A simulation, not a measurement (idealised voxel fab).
voxel tone inversion: a process module
The width of the displayed cross-section, cut, is 225 nm; its cells are square, with a size of 5 nm.
Cross-section = grid of square cells, listed top down in bands; band = one or more rows. Top height, bottom height, nm. Materials left to right, width each, nm. Single material + "all across" = fills band edge to edge. "air" = empty. Basically, 0 is our baseline, since under it the wafer straight out of the box is all one material. The bottom band has no lower end and keeps on going down, so it looks like "0 and below". Think of "30 to 40" as a width that walks from the first number to the second as you go down the band, top row to bottom row, taking equal-sized steps from row to row. "remains unaltered" means the step left every cell of the cross-section as it was. For the entry "Closed void list", the listed items are empty spaces with no open way to the top whose size is 8 cells or more; each item follows the pattern width x height at distance, where distance is from the left edge and all three are in nm. Where a step's line continues beyond its settings, the continuation is a remark by the simulator itself on that step. overlay nm, on a step with a mask: how far to the right of its planned place the mask lay; to the left if negative.

### Below is the list of planned process steps
1) RECEIVE | material Si
2) CONFORMAL_DEP | material SiCN | thk nm 10
3) DIRECTIONAL_DEP | material aC | thk nm 15
4) PATTERN | tone cover | mask id POSTS | material resist | width nm 20 | pitch nm 40 | thk nm 20 | overlay nm 0
5) DIRECTIONAL_ETCH | etch materials aC | depth nm 15
6) STRIP | etch materials resist
7) FILL_DEP | material SiO2 | thk nm 10
8) CMP | height nm 25
9) STRIP | etch materials aC
10) CONFORMAL_DEP | material TiN | thk nm 5
11) FILL_DEP | material W | thk nm 10
12) CMP | height nm 25
13) CONFORMAL_DEP | material SiN | thk nm 5

### First wafer, two in total, run as planned

### Cross-section of the incoming wafer, state after step 1
* 0 and below | Si all across
* Closed void list: none

### Take a look at the wafer's cross-section after step 2
* 10 down to 0 | SiCN all across
* Note: structure below 0 unchanged.

### Take a look at the wafer's cross-section after step 3
* 25 down to 10 | aC all across
* Note: structure below 10 unchanged.

### Take a look at the wafer's cross-section after step 4
* 45 down to 25 | 40 nm air; 20 nm resist; 20 nm air; 20 nm resist; 20 nm air; 20 nm resist; 20 nm air; 20 nm resist; 45 nm air
* Note: structure below 25 unchanged.

### Take a look at the wafer's cross-section after step 5
* 30 down to 25 | 40 nm air; 20 nm resist; 20 nm air; 20 nm resist; 20 nm air; 20 nm resist; 20 nm air; 20 nm resist; 45 nm air
* 25 down to 10 | 40 nm air; 20 nm aC; 20 nm air; 20 nm aC; 20 nm air; 20 nm aC; 20 nm air; 20 nm aC; 45 nm air
* Note: structure below 10 unchanged.

### Take a look at the wafer's cross-section after step 6
* 25 down to 10 | 40 nm air; 20 nm aC; 20 nm air; 20 nm aC; 20 nm air; 20 nm aC; 20 nm air; 20 nm aC; 45 nm air
* Note: structure below 10 unchanged.

### Take a look at the wafer's cross-section after step 7
* 35 down to 25 | SiO2 all across
* 25 down to 10 | 40 nm SiO2; 20 nm aC; 20 nm SiO2; 20 nm aC; 20 nm SiO2; 20 nm aC; 20 nm SiO2; 20 nm aC; 45 nm SiO2
* Note: structure below 10 unchanged.

### Take a look at the wafer's cross-section after step 8
* 25 down to 10 | 40 nm SiO2; 20 nm aC; 20 nm SiO2; 20 nm aC; 20 nm SiO2; 20 nm aC; 20 nm SiO2; 20 nm aC; 45 nm SiO2
* Note: structure below 10 unchanged.

### Take a look at the wafer's cross-section after step 9
* 25 down to 10 | 40 nm SiO2; 20 nm air; 20 nm SiO2; 20 nm air; 20 nm SiO2; 20 nm air; 20 nm SiO2; 20 nm air; 45 nm SiO2
* Note: structure below 10 unchanged.

### Take a look at the wafer's cross-section after step 10
* 30 down to 25 | 45 nm TiN; 10 nm air; 30 nm TiN; 10 nm air; 30 nm TiN; 10 nm air; 30 nm TiN; 10 nm air; 50 nm TiN
* 25 down to 15 | 40 nm SiO2; 5 nm TiN; 10 nm air; 5 nm TiN; 20 nm SiO2; 5 nm TiN; 10 nm air; 5 nm TiN; 20 nm SiO2; 5 nm TiN; 10 nm air; 5 nm TiN; 20 nm SiO2; 5 nm TiN; 10 nm air; 5 nm TiN; 45 nm SiO2
* 15 down to 10 | 40 nm SiO2; 20 nm TiN; 20 nm SiO2; 20 nm TiN; 20 nm SiO2; 20 nm TiN; 20 nm SiO2; 20 nm TiN; 45 nm SiO2
* Note: structure below 10 unchanged.

### Take a look at the wafer's cross-section after step 11
* 40 down to 30 | W all across
* 30 down to 25 | 45 nm TiN; 10 nm W; 30 nm TiN; 10 nm W; 30 nm TiN; 10 nm W; 30 nm TiN; 10 nm W; 50 nm TiN
* 25 down to 15 | 40 nm SiO2; 5 nm TiN; 10 nm W; 5 nm TiN; 20 nm SiO2; 5 nm TiN; 10 nm W; 5 nm TiN; 20 nm SiO2; 5 nm TiN; 10 nm W; 5 nm TiN; 20 nm SiO2; 5 nm TiN; 10 nm W; 5 nm TiN; 45 nm SiO2
* Note: structure below 15 unchanged.

### Take a look at the wafer's cross-section after step 12
* 25 down to 15 | 40 nm SiO2; 5 nm TiN; 10 nm W; 5 nm TiN; 20 nm SiO2; 5 nm TiN; 10 nm W; 5 nm TiN; 20 nm SiO2; 5 nm TiN; 10 nm W; 5 nm TiN; 20 nm SiO2; 5 nm TiN; 10 nm W; 5 nm TiN; 45 nm SiO2
* Note: structure below 15 unchanged.

### Take a look at the wafer's cross-section after step 13
* 30 down to 25 | SiN all across
* Note: structure below 25 unchanged.

### Companion wafer, the second of two: same beginning, same intended sequence, one mistake in carrying it out; through step 1 inclusive it tracks the first exactly

### The second wafer in cross-section, at the planned close of step 2
* 5 down to 0 | SiCN all across
* Note: structure below 0 unchanged.

### The second wafer in cross-section, at the planned close of step 3
* 20 down to 5 | aC all across
* Note: structure below 5 unchanged.

### The second wafer in cross-section, at the planned close of step 4
* 40 down to 20 | 40 nm air; 20 nm resist; 20 nm air; 20 nm resist; 20 nm air; 20 nm resist; 20 nm air; 20 nm resist; 45 nm air
* Note: structure below 20 unchanged.

### The second wafer in cross-section, at the planned close of step 5
* 25 down to 20 | 40 nm air; 20 nm resist; 20 nm air; 20 nm resist; 20 nm air; 20 nm resist; 20 nm air; 20 nm resist; 45 nm air
* 20 down to 5 | 40 nm air; 20 nm aC; 20 nm air; 20 nm aC; 20 nm air; 20 nm aC; 20 nm air; 20 nm aC; 45 nm air
* Note: structure below 5 unchanged.

### The second wafer in cross-section, at the planned close of step 6
* 20 down to 5 | 40 nm air; 20 nm aC; 20 nm air; 20 nm aC; 20 nm air; 20 nm aC; 20 nm air; 20 nm aC; 45 nm air
* Note: structure below 5 unchanged.

### The second wafer in cross-section, at the planned close of step 7
* 30 down to 20 | SiO2 all across
* 20 down to 5 | 40 nm SiO2; 20 nm aC; 20 nm SiO2; 20 nm aC; 20 nm SiO2; 20 nm aC; 20 nm SiO2; 20 nm aC; 45 nm SiO2
* Note: structure below 5 unchanged.

### The second wafer in cross-section, at the planned close of step 8
* 25 down to 20 | SiO2 all across
* Note: structure below 20 unchanged.

The second wafer in cross-section, at the planned close of step 9: remains unaltered

### The second wafer in cross-section, at the planned close of step 10
* 30 down to 25 | TiN all across
* Note: structure below 25 unchanged.

### The second wafer in cross-section, at the planned close of step 11
* 40 down to 30 | W all across
* Note: structure below 30 unchanged.

### The second wafer in cross-section, at the planned close of step 12
* 25 down to 20 | SiO2 all across
* Note: structure below 20 unchanged.

### The second wafer in cross-section, at the planned close of step 13
* 30 down to 25 | SiN all across
* Note: structure below 25 unchanged.
Deviation noted in wafer processing: not per plan at step 2, really ran CONFORMAL_DEP | material SiCN | thk nm 5
Cell-count delta at end, second wafer over first, by material: SiCN: 45 fewer | SiO2: 45 more | TiN: 32 fewer | W: 16 fewer | aC: 48 more
